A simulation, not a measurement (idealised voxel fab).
The name of this process module is voxel self aligned contacts.
270 nm wide, 5 nm square cells: that's cross-section cut.
Cross-section spec: square-cell grid; bands listed top down; each band is one or more rows. In this notation a band is specified by the heights of its top and bottom, in that order and in nm, after which its materials appear from left to right, each paired with its width in nm. The word "full width" attached to a single material means that material fills the band from edge to edge; the word "empty" stands for empty space. Convention: height 0 is the level below which the wafer, as received, is all one material. The lowest band does not terminate at the bottom but continues downward, represented as "0..down". You'd read "30 to 40" like this: the band's top row of cells is as wide as the first number, its bottom row is as wide as the second, and going down, every row changes width by the same amount as the row before did. Given "no change" for a step, no cell of the cross-section differs between before and after that step. Empty spaces without an open route to the top, at least 8 cells in extent, make up the entry "Closed void inventory"; each is given as width x height at distance, where the distance is measured from the left edge, and all are in nm. Formally, on a step line, whatever follows the settings is a remark that the simulator itself makes on the step. A step's line can hold "overlay nm"; with a mask on that step, the setting says how far right of the planned place the mask lay, while a negative setting says it lay to the left.
HERE'S WHAT THE PLANNED PROCESS STEPS LOOK LIKE
| 1 | RECEIVE: material Si |
| 2 | CONFORMAL_DEP: material SiO2, thk nm 5 |
| 3 | DIRECTIONAL_DEP: material polySi, thk nm 30 |
| 4 | DIRECTIONAL_DEP: material SiN, thk nm 15 |
| 5 | MASKED_ETCH: tone cover, mask id GATE, width nm 25, pitch nm 55, etch materials SiN, depth nm 15, overlay nm 0 |
| 6 | MASKED_ETCH: tone cover, mask id GATE, width nm 25, pitch nm 55, etch materials polySi, depth nm 30, overlay nm 0 |
| 7 | CONFORMAL_DEP: material SiN, thk nm 5 |
| 8 | DIRECTIONAL_ETCH: etch materials SiN, depth nm 5 |
| 9 | FILL_DEP: material SiO2, thk nm 10 |
| 10 | CMP: height nm 55 |
| 11 | DIRECTIONAL_DEP: material aC, thk nm 15 |
| 12 | PATTERN: tone open, mask id CONTACT, material resist, width nm 40, thk nm 30, overlay nm 0 |
| 13 | DIRECTIONAL_ETCH: etch materials aC, depth nm 15 |
| 14 | STRIP: etch materials resist |
| 15 | DIRECTIONAL_ETCH: etch materials SiO2, depth nm 55 |
| 16 | STRIP: etch materials aC |
| 17 | CONFORMAL_DEP: material TiN, thk nm 5 |
| 18 | FILL_DEP: material W, thk nm 10 |
| 19 | CMP: height nm 55 |
| 20 | CONFORMAL_DEP: material SiN, thk nm 5 |
DELIVERED WAFER IN CROSS-SECTION: STATE AFTER STEP 1
- 0..down = Si full width
- Closed void inventory: none
FIRST WAFER AT THE END, AS PLANNED
- 60..55 = SiN full width
- 55..50 = 115 of SiO2 | 15 of TiN | 10 of W | 15 of TiN | 115 of SiO2
- 50..35 = 90 of SiO2 | 35 of SiN | 5 of TiN | 10 of W | 5 of TiN | 35 of SiN | 90 of SiO2
- 35..5 = 90 of SiO2 | 5 of SiN | 25 of polySi | 5 of SiN | 5 of TiN | 10 of W | 5 of TiN | 5 of SiN | 25 of polySi | 5 of SiN | 90 of SiO2
- 5..0 = 125 of SiO2 | 20 of TiN | 125 of SiO2
- 0..down = Si full width
- Closed void inventory: none
NOW THE SECOND WAFER, CROSS-SECTIONED AT THE END OF THE MODULE. NOTHING DIFFERENT AT THE START, NOTHING DIFFERENT IN THE PLAN COMPARED WITH THE FIRST, JUST ONE MISTAKE WHEN IT WAS ACTUALLY RUN
- 60..55 = SiN full width
- 55..50 = 115 of SiO2 | 40 of TiN | 115 of SiO2
- 50..35 = 100 of SiN | 15 of SiO2 | 40 of SiN | 15 of SiO2 | 100 of SiN
- 35..5 = polySi full width
- 5..0 = SiO2 full width
- 0..down = Si full width
- Closed void inventory: none
Run error: step 5 went in with a setting other than planned; the actual run was MASKED_ETCH: tone open, mask id GATE, width nm 25, pitch nm 55, etch materials SiN, depth nm 15, overlay nm 0
Heads up, by the end the second wafer has more or fewer cells of some materials compared to the first: SiN +78; SiO2 -302; TiN -20; W -20; polySi +264
